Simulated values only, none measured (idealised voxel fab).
process module | voxel self aligned vias
cross-section cut | 225 nm wide | cells 5 nm
A cross-section is a grid of square cells, given in bands from the top down. A band is one or more rows of cells.
Each band's line starts with the height of the band's top and of its bottom, in nm. Then come its materials from left to right, each with its width in nm. One material with "throughout" fills the band from edge to edge. "air" is empty space.
Height 0 is the level under which the wafer as received is all one material. The lowest band goes on downwards, as in "0 down".
A width such as "30 to 40" changes by the same amount from each row of cells to the next, from the band's top row to its bottom row.
"no change" after a step means that no cell of the cross-section changed.
closed voids: empty space of 8 cells or more with no open way to the top, each as width x height at its distance from the left edge, in nm
after a step's settings: what the simulator itself notes on the step
overlay nm, on a step with a mask: how far to the right of its planned place the mask lay; to the left if negative
plan
1 op RECEIVE | material Si
2 op CONFORMAL_DEP | material SiO2 | thk nm 10
3 op CONFORMAL_DEP | material SiCN | thk nm 5
4 op DIRECTIONAL_DEP | material lowk | thk nm 20
5 op MASKED_ETCH | tone open | mask id LINES | width nm 30 | pitch nm 70 | etch materials lowk | depth nm 20 | overlay nm 0
6 op CONFORMAL_DEP | material TiN | thk nm 5
7 op FILL_DEP | material W | thk nm 5
8 op CMP | height nm 35
9 op SELECTIVE_ETCH | etch materials W Ru TiN | depth nm 5
10 op FILL_DEP | material SiN | thk nm 10
11 op CMP | height nm 35
12 op DIRECTIONAL_DEP | material lowk | thk nm 15
13 op DIRECTIONAL_DEP | material aC | thk nm 15
14 op PATTERN | tone open | mask id VIAS | material resist | width nm 40 | pitch nm 70 | thk nm 35 | overlay nm 0
15 op DIRECTIONAL_ETCH | etch materials aC | depth nm 15
16 op STRIP | etch materials resist
17 op DIRECTIONAL_ETCH | etch materials lowk | depth nm 15
18 op DIRECTIONAL_ETCH | etch materials SiN | depth nm 5
19 op STRIP | etch materials aC
20 op CONFORMAL_DEP | material TiN | thk nm 5
21 op FILL_DEP | material Ru | thk nm 10
22 op CMP | height nm 50
23 op CONFORMAL_DEP | material SiN | thk nm 5
first wafer, as planned
as received, after step 1
  0 down: Si throughout
  closed voids: none
after step 2
  10 to 0: SiO2 throughout
  below 0: unchanged
after step 3
  15 to 10: SiCN throughout
  below 10: unchanged
after step 4
  35 to 15: lowk throughout
  below 15: unchanged
after step 5
  35 to 15: lowk 25 | air 30 | lowk 40 | air 30 | lowk 40 | air 30 | lowk 30
  below 15: unchanged
after step 6
  40 to 35: TiN 30 | air 20 | TiN 50 | air 20 | TiN 50 | air 20 | TiN 35
  35 to 20: lowk 25 | TiN 5 | air 20 | TiN 5 | lowk 40 | TiN 5 | air 20 | TiN 5 | lowk 40 | TiN 5 | air 20 | TiN 5 | lowk 30
  20 to 15: lowk 25 | TiN 30 | lowk 40 | TiN 30 | lowk 40 | TiN 30 | lowk 30
  below 15: unchanged
after step 7
  45 to 40: W throughout
  40 to 35: TiN 30 | W 20 | TiN 50 | W 20 | TiN 50 | W 20 | TiN 35
  35 to 20: lowk 25 | TiN 5 | W 20 | TiN 5 | lowk 40 | TiN 5 | W 20 | TiN 5 | lowk 40 | TiN 5 | W 20 | TiN 5 | lowk 30
  below 20: unchanged
after step 8
  35 to 20: lowk 25 | TiN 5 | W 20 | TiN 5 | lowk 40 | TiN 5 | W 20 | TiN 5 | lowk 40 | TiN 5 | W 20 | TiN 5 | lowk 30
  below 20: unchanged
after step 9
  35 to 30: lowk 25 | air 30 | lowk 40 | air 30 | lowk 40 | air 30 | lowk 30
  below 30: unchanged
after step 10
  45 to 35: SiN throughout
  35 to 30: lowk 25 | SiN 30 | lowk 40 | SiN 30 | lowk 40 | SiN 30 | lowk 30
  below 30: unchanged
after step 11
  35 to 30: lowk 25 | SiN 30 | lowk 40 | SiN 30 | lowk 40 | SiN 30 | lowk 30
  below 30: unchanged
after step 12
  50 to 35: lowk throughout
  below 35: unchanged
after step 13
  65 to 50: aC throughout
  below 50: unchanged
after step 14
  100 to 65: resist 20 | air 40 | resist 30 | air 40 | resist 30 | air 40 | resist 25
  below 65: unchanged
after step 15
  85 to 65: resist 20 | air 40 | resist 30 | air 40 | resist 30 | air 40 | resist 25
  65 to 50: aC 20 | air 40 | aC 30 | air 40 | aC 30 | air 40 | aC 25
  below 50: unchanged
after step 16
  65 to 50: aC 20 | air 40 | aC 30 | air 40 | aC 30 | air 40 | aC 25
  below 50: unchanged
after step 17
  65 to 50: aC 20 | air 40 | aC 30 | air 40 | aC 30 | air 40 | aC 25
  50 to 35: lowk 20 | air 40 | lowk 30 | air 40 | lowk 30 | air 40 | lowk 25
  below 35: unchanged
after step 18
  65 to 50: aC 20 | air 40 | aC 30 | air 40 | aC 30 | air 40 | aC 25
  50 to 35: lowk 20 | air 40 | lowk 30 | air 40 | lowk 30 | air 40 | lowk 25
  35 to 30: lowk 25 | air 30 | lowk 40 | air 30 | lowk 40 | air 30 | lowk 30
  below 30: unchanged
after step 19
  50 to 35: lowk 20 | air 40 | lowk 30 | air 40 | lowk 30 | air 40 | lowk 25
  below 35: unchanged
after step 20
  55 to 50: TiN 25 | air 30 | TiN 40 | air 30 | TiN 40 | air 30 | TiN 30
  50 to 40: lowk 20 | TiN 5 | air 30 | TiN 5 | lowk 30 | TiN 5 | air 30 | TiN 5 | lowk 30 | TiN 5 | air 30 | TiN 5 | lowk 25
  40 to 35: lowk 20 | TiN 10 | air 20 | TiN 10 | lowk 30 | TiN 10 | air 20 | TiN 10 | lowk 30 | TiN 10 | air 20 | TiN 10 | lowk 25
  35 to 30: lowk 25 | TiN 30 | lowk 40 | TiN 30 | lowk 40 | TiN 30 | lowk 30
  below 30: unchanged
after step 21
  65 to 55: Ru throughout
  55 to 50: TiN 25 | Ru 30 | TiN 40 | Ru 30 | TiN 40 | Ru 30 | TiN 30
  50 to 40: lowk 20 | TiN 5 | Ru 30 | TiN 5 | lowk 30 | TiN 5 | Ru 30 | TiN 5 | lowk 30 | TiN 5 | Ru 30 | TiN 5 | lowk 25
  40 to 35: lowk 20 | TiN 10 | Ru 20 | TiN 10 | lowk 30 | TiN 10 | Ru 20 | TiN 10 | lowk 30 | TiN 10 | Ru 20 | TiN 10 | lowk 25
  below 35: unchanged
after step 22
  50 to 40: lowk 20 | TiN 5 | Ru 30 | TiN 5 | lowk 30 | TiN 5 | Ru 30 | TiN 5 | lowk 30 | TiN 5 | Ru 30 | TiN 5 | lowk 25
  below 40: unchanged
after step 23
  55 to 50: SiN throughout
  below 50: unchanged
second wafer: like start, like plan, one mistake. Through step 1 it matches the first wafer
when step 2 should have ended
  5 to 0: SiCN throughout
  below 0: unchanged
when step 3 should have ended
  15 to 5: SiO2 throughout
  below 5: unchanged
when step 4 should have ended
  35 to 15: lowk throughout
  below 15: unchanged
when step 5 should have ended
  35 to 15: lowk 25 | air 30 | lowk 40 | air 30 | lowk 40 | air 30 | lowk 30
  below 15: unchanged
when step 6 should have ended
  40 to 35: TiN 30 | air 20 | TiN 50 | air 20 | TiN 50 | air 20 | TiN 35
  35 to 20: lowk 25 | TiN 5 | air 20 | TiN 5 | lowk 40 | TiN 5 | air 20 | TiN 5 | lowk 40 | TiN 5 | air 20 | TiN 5 | lowk 30
  20 to 15: lowk 25 | TiN 30 | lowk 40 | TiN 30 | lowk 40 | TiN 30 | lowk 30
  below 15: unchanged
when step 7 should have ended
  45 to 40: W throughout
  40 to 35: TiN 30 | W 20 | TiN 50 | W 20 | TiN 50 | W 20 | TiN 35
  35 to 20: lowk 25 | TiN 5 | W 20 | TiN 5 | lowk 40 | TiN 5 | W 20 | TiN 5 | lowk 40 | TiN 5 | W 20 | TiN 5 | lowk 30
  below 20: unchanged
when step 8 should have ended
  35 to 20: lowk 25 | TiN 5 | W 20 | TiN 5 | lowk 40 | TiN 5 | W 20 | TiN 5 | lowk 40 | TiN 5 | W 20 | TiN 5 | lowk 30
  below 20: unchanged
when step 9 should have ended
  35 to 30: lowk 25 | air 30 | lowk 40 | air 30 | lowk 40 | air 30 | lowk 30
  below 30: unchanged
when step 10 should have ended
  45 to 35: SiN throughout
  35 to 30: lowk 25 | SiN 30 | lowk 40 | SiN 30 | lowk 40 | SiN 30 | lowk 30
  below 30: unchanged
when step 11 should have ended
  35 to 30: lowk 25 | SiN 30 | lowk 40 | SiN 30 | lowk 40 | SiN 30 | lowk 30
  below 30: unchanged
when step 12 should have ended
  50 to 35: lowk throughout
  below 35: unchanged
when step 13 should have ended
  65 to 50: aC throughout
  below 50: unchanged
when step 14 should have ended
  100 to 65: resist 20 | air 40 | resist 30 | air 40 | resist 30 | air 40 | resist 25
  below 65: unchanged
when step 15 should have ended
  85 to 65: resist 20 | air 40 | resist 30 | air 40 | resist 30 | air 40 | resist 25
  65 to 50: aC 20 | air 40 | aC 30 | air 40 | aC 30 | air 40 | aC 25
  below 50: unchanged
when step 16 should have ended
  65 to 50: aC 20 | air 40 | aC 30 | air 40 | aC 30 | air 40 | aC 25
  below 50: unchanged
when step 17 should have ended
  65 to 50: aC 20 | air 40 | aC 30 | air 40 | aC 30 | air 40 | aC 25
  50 to 35: lowk 20 | air 40 | lowk 30 | air 40 | lowk 30 | air 40 | lowk 25
  below 35: unchanged
when step 18 should have ended
  65 to 50: aC 20 | air 40 | aC 30 | air 40 | aC 30 | air 40 | aC 25
  50 to 35: lowk 20 | air 40 | lowk 30 | air 40 | lowk 30 | air 40 | lowk 25
  35 to 30: lowk 25 | air 30 | lowk 40 | air 30 | lowk 40 | air 30 | lowk 30
  below 30: unchanged
when step 19 should have ended
  50 to 35: lowk 20 | air 40 | lowk 30 | air 40 | lowk 30 | air 40 | lowk 25
  below 35: unchanged
when step 20 should have ended
  55 to 50: TiN 25 | air 30 | TiN 40 | air 30 | TiN 40 | air 30 | TiN 30
  50 to 40: lowk 20 | TiN 5 | air 30 | TiN 5 | lowk 30 | TiN 5 | air 30 | TiN 5 | lowk 30 | TiN 5 | air 30 | TiN 5 | lowk 25
  40 to 35: lowk 20 | TiN 10 | air 20 | TiN 10 | lowk 30 | TiN 10 | air 20 | TiN 10 | lowk 30 | TiN 10 | air 20 | TiN 10 | lowk 25
  35 to 30: lowk 25 | TiN 30 | lowk 40 | TiN 30 | lowk 40 | TiN 30 | lowk 30
  below 30: unchanged
when step 21 should have ended
  65 to 55: Ru throughout
  55 to 50: TiN 25 | Ru 30 | TiN 40 | Ru 30 | TiN 40 | Ru 30 | TiN 30
  50 to 40: lowk 20 | TiN 5 | Ru 30 | TiN 5 | lowk 30 | TiN 5 | Ru 30 | TiN 5 | lowk 30 | TiN 5 | Ru 30 | TiN 5 | lowk 25
  40 to 35: lowk 20 | TiN 10 | Ru 20 | TiN 10 | lowk 30 | TiN 10 | Ru 20 | TiN 10 | lowk 30 | TiN 10 | Ru 20 | TiN 10 | lowk 25
  below 35: unchanged
when step 22 should have ended
  50 to 40: lowk 20 | TiN 5 | Ru 30 | TiN 5 | lowk 30 | TiN 5 | Ru 30 | TiN 5 | lowk 30 | TiN 5 | Ru 30 | TiN 5 | lowk 25
  below 40: unchanged
when step 23 should have ended
  55 to 50: SiN throughout
  below 50: unchanged
what went wrong: steps 2 and 3 were swapped
at the end the second wafer has, in cells: as many of each material as the first, in other places
